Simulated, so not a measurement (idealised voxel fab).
Process module name: voxel tone inversion
Pictured: cross-section cut, 220 nm wide, on a grid of 5 nm square cells.
Think of the cross-section as a grid of square cells. We describe it in bands, top to bottom, and each band covers one or more rows of those cells. Heads up on the band format: heights come first, top then bottom, in nm. After that it's the materials left to right, each with its width in nm. A single material flagged "full width" fills the whole band edge to edge, and "empty" means there's empty space there. Counting heights begins at 0, where everything beneath is, in the wafer as received, one material. The lowest band has no bottom; it goes on downwards, as "0 and below" shows. Graded width ("30..40"): value in top row of band = first number; value in bottom row = second number; row-to-row change constant. "no change", as given for a step, is the statement that not any cell of the cross-section underwent a change during that step. This entry, "Closed void catalog", enumerates those empty regions of no fewer than 8 cells that possess no open connection to the top. Each region is reported in the form width x height at distance, the distance being taken from the left edge, with all three quantities expressed in nm. What comes after the settings on a step's line is commentary from the simulator itself on that step. overlay nm: how far to the right of its planned place the mask lay on this masked step (negative: to the left).
**Intended process steps**
| 1 | op RECEIVE | material Si |
| 2 | op CONFORMAL_DEP | material SiN | thk nm 10 |
| 3 | op DIRECTIONAL_DEP | material polySi | thk nm 15 |
| 4 | op PATTERN | tone cover | mask id POSTS | material resist | width nm 25 | pitch nm 40 | thk nm 20 | overlay nm 0 |
| 5 | op DIRECTIONAL_ETCH | etch materials polySi | depth nm 15 |
| 6 | op STRIP | etch materials resist |
| 7 | op FILL_DEP | material SiO2 | thk nm 10 |
| 8 | op CMP | height nm 25 |
| 9 | op STRIP | etch materials polySi |
**Concerning the first of two wafers, which was run in accordance with the plan**
**As-received state of the wafer in cross-section, equivalent to post-step 1**
0 and below  Si full width
Closed void catalog: none
**Wafer after step 2 (cross-section)**
10 down to 0  SiN full width
Lower than 0, everything is as it was.
**Wafer after step 3 (cross-section)**
25 down to 10  polySi full width
Lower than 10, everything is as it was.
**Wafer after step 4 (cross-section)**
45 down to 25  empty: 55, resist: 25, empty: 15, resist: 25, empty: 15, resist: 25, empty: 60
Lower than 25, everything is as it was.
**Wafer after step 5 (cross-section)**
45 down to 25  empty: 55, resist: 25, empty: 15, resist: 25, empty: 15, resist: 25, empty: 60
25 down to 10  empty: 55, polySi: 25, empty: 15, polySi: 25, empty: 15, polySi: 25, empty: 60
Lower than 10, everything is as it was.
**Wafer after step 6 (cross-section)**
25 down to 10  empty: 55, polySi: 25, empty: 15, polySi: 25, empty: 15, polySi: 25, empty: 60
Lower than 10, everything is as it was.
**Wafer after step 7 (cross-section)**
35 down to 25  SiO2 full width
25 down to 10  SiO2: 55, polySi: 25, SiO2: 15, polySi: 25, SiO2: 15, polySi: 25, SiO2: 60
Lower than 10, everything is as it was.
**Wafer after step 8 (cross-section)**
25 down to 10  SiO2: 55, polySi: 25, SiO2: 15, polySi: 25, SiO2: 15, polySi: 25, SiO2: 60
Lower than 10, everything is as it was.
**Wafer after step 9 (cross-section)**
25 down to 10  SiO2: 55, empty: 25, SiO2: 15, empty: 25, SiO2: 15, empty: 25, SiO2: 60
Lower than 10, everything is as it was.
**It is to be noted that the second wafer proceeded from the same initial state and according to the same plan as the first, although one mistake was committed in its execution; through step 3, inclusive, the two wafers share an identical history**
**Cross-sectional view of the second wafer at the intended end time of process step 4**
45 down to 25  empty: 60, resist: 15, empty: 25, resist: 15, empty: 25, resist: 15, empty: 65
Lower than 25, everything is as it was.
**Cross-sectional view of the second wafer at the intended end time of process step 5**
45 down to 25  empty: 60, resist: 15, empty: 25, resist: 15, empty: 25, resist: 15, empty: 65
25 down to 10  empty: 60, polySi: 15, empty: 25, polySi: 15, empty: 25, polySi: 15, empty: 65
Lower than 10, everything is as it was.
**Cross-sectional view of the second wafer at the intended end time of process step 6**
25 down to 10  empty: 60, polySi: 15, empty: 25, polySi: 15, empty: 25, polySi: 15, empty: 65
Lower than 10, everything is as it was.
**Cross-sectional view of the second wafer at the intended end time of process step 7**
35 down to 25  SiO2 full width
25 down to 10  SiO2: 60, polySi: 15, SiO2: 25, polySi: 15, SiO2: 25, polySi: 15, SiO2: 65
Lower than 10, everything is as it was.
**Cross-sectional view of the second wafer at the intended end time of process step 8**
25 down to 10  SiO2: 60, polySi: 15, SiO2: 25, polySi: 15, SiO2: 25, polySi: 15, SiO2: 65
Lower than 10, everything is as it was.
**Cross-sectional view of the second wafer at the intended end time of process step 9**
25 down to 10  SiO2: 60, empty: 15, SiO2: 25, empty: 15, SiO2: 25, empty: 15, SiO2: 65
Lower than 10, everything is as it was.
What broke from the plan during processing? in deviation from the planned setting, step 4 was conducted as op PATTERN | tone cover | mask id POSTS | material resist | width nm 15 | pitch nm 40 | thk nm 20 | overlay nm 0
Count the cells at the end and the second wafer has more or fewer of some materials than the first: SiO2 +18
